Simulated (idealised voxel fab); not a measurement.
The following is a process module called voxel gate over fins.
This is section cut - it's 250 nm across, gridded in 5 nm square cells.
For the purposes of this document, a cross-section shall be understood as a grid of square cells, specified as bands listed in top-to-bottom order, each band consisting of one or more rows of cells.
Read a band's entry like this: the first values are the height of its top and the height of its bottom in nm, and what follows is the sequence of materials from left to right, each with its width in nm. Note that "empty" is empty space, and that a single material marked "everywhere" reaches across the band from edge to edge.
The level at which height equals 0 is the one under which the wafer, as it arrives, is entirely one material. No lower edge exists for the bottom band, which continues downward and is notated as in "top 0, no bottom".
Read "30..40" as a graded width: first number on top, second number at the bottom, same change between each pair of neighbouring rows.
The designation "stayed the same", where it is given for a processing step, indicates that no cell of the cross-section was altered in the course of that step.
"Fully enclosed voids" lists enclosed empty spaces (at least 8 cells, no open path upward to the top), each as width x height at distance from the left edge, in nm.
Step line, after settings: the simulator's comment on this step.
overlay nm: on a step with a mask, how far right of its planned place the mask lay; negative means left.

## These are the steps we planned for the process
| 1 | RECEIVE [material Si] |
| 2 | CONFORMAL_DEP [material SiN] [thk nm 10] |
| 3 | DIRECTIONAL_DEP [material aC] [thk nm 10] |
| 4 | PATTERN [tone cover] [mask id FINS] [material resist] [width nm 15] [pitch nm 50] [thk nm 25] [overlay nm 0] |
| 5 | DIRECTIONAL_ETCH [etch materials aC] [depth nm 10] |
| 6 | STRIP [etch materials resist] |
| 7 | DIRECTIONAL_ETCH [etch materials SiN] [depth nm 10] |
| 8 | DIRECTIONAL_ETCH [etch materials Si] [depth nm 35] |
| 9 | STRIP [etch materials aC] |
| 10 | FILL_DEP [material SiO2] [thk nm 5] |
| 11 | CMP [height nm 10] |
| 12 | MASKED_ETCH [tone open] [mask id RAIL] [width nm 15] [etch materials SiO2] [depth nm 40] [overlay nm 0] |
| 13 | CONFORMAL_DEP [material TiN] [thk nm 5] |
| 14 | FILL_DEP [material Ru] [thk nm 10] |
| 15 | CMP [height nm 10] |
| 16 | SELECTIVE_ETCH [etch materials W Ru TiN] [depth nm 35] |
| 17 | FILL_DEP [material SiO2] [thk nm 5] |
| 18 | CMP [height nm 10] |
| 19 | SELECTIVE_ETCH [etch materials SiO2] [depth nm 25] |
| 20 | STRIP [etch materials SiN] |
| 21 | CONFORMAL_DEP [material HfO2] [thk nm 5] |
| 22 | CONFORMAL_DEP [material TiN] [thk nm 5] |
| 23 | CONFORMAL_DEP [material TiAl] [thk nm 5] |
| 24 | CONFORMAL_DEP [material TiN] [thk nm 5] |
| 25 | FILL_DEP [material W] [thk nm 10] |
| 26 | CMP [height nm 25] |
| 27 | CONFORMAL_DEP [material SiCN] [thk nm 5] |

## Cross-sectional view of the wafer in its as-received condition, corresponding to the state after step 1
> top 0, no bottom = Si everywhere
> Fully enclosed voids: none

## Starting wafer: above. Plan: above. Run: one mistake. Cross-section after the module: below
> top 30, bottom 25 = SiCN everywhere
> top 25, bottom 20 = W everywhere
> top 20, bottom 15 = W (65)  TiN (115)  W (70)
> top 15, bottom 10 = W (65)  TiN (5)  TiAl (105)  TiN (5)  W (70)
> top 10, bottom 5 = W (65)  TiN (5)  TiAl (5)  TiN (45)  TiAl (5)  TiN (45)  TiAl (5)  TiN (5)  W (70)
> top 5, bottom 0 = TiN (70)  TiAl (5)  TiN (5)  HfO2 (35)  TiN (5)  TiAl (5)  TiN (5)  HfO2 (35)  TiN (5)  TiAl (5)  TiN (75)
> top 0, bottom -5 = TiAl (75)  TiN (5)  HfO2 (5)  Si (25)  HfO2 (5)  TiN (5)  TiAl (5)  TiN (5)  HfO2 (5)  Si (25)  HfO2 (5)  TiN (5)  TiAl (80)
> top -5, bottom -10 = TiN (80)  HfO2 (5)  Si (25)  HfO2 (5)  TiN (15)  HfO2 (5)  Si (25)  HfO2 (5)  TiN (85)
> top -10, bottom -15 = HfO2 (85)  Si (25)  HfO2 (25)  Si (25)  HfO2 (90)
> top -15, bottom -25 = SiO2 (85)  Si (25)  SiO2 (25)  Si (25)  SiO2 (90)
> top -25, bottom -30 = SiO2 (85)  Si (25)  SiO2 (5)  TiN (15)  SiO2 (5)  Si (25)  SiO2 (90)
> top -30, bottom -35 = SiO2 (85)  Si (25)  SiO2 (25)  Si (25)  SiO2 (90)
> top -35, no bottom = Si everywhere
> Fully enclosed voids: none
It is concluded that the wafer was processed incorrectly with respect to the plan, in that step 4 changed vs plan, executed as PATTERN [tone cover] [mask id FINS] [material resist] [width nm 25] [pitch nm 50] [thk nm 25] [overlay nm 0]
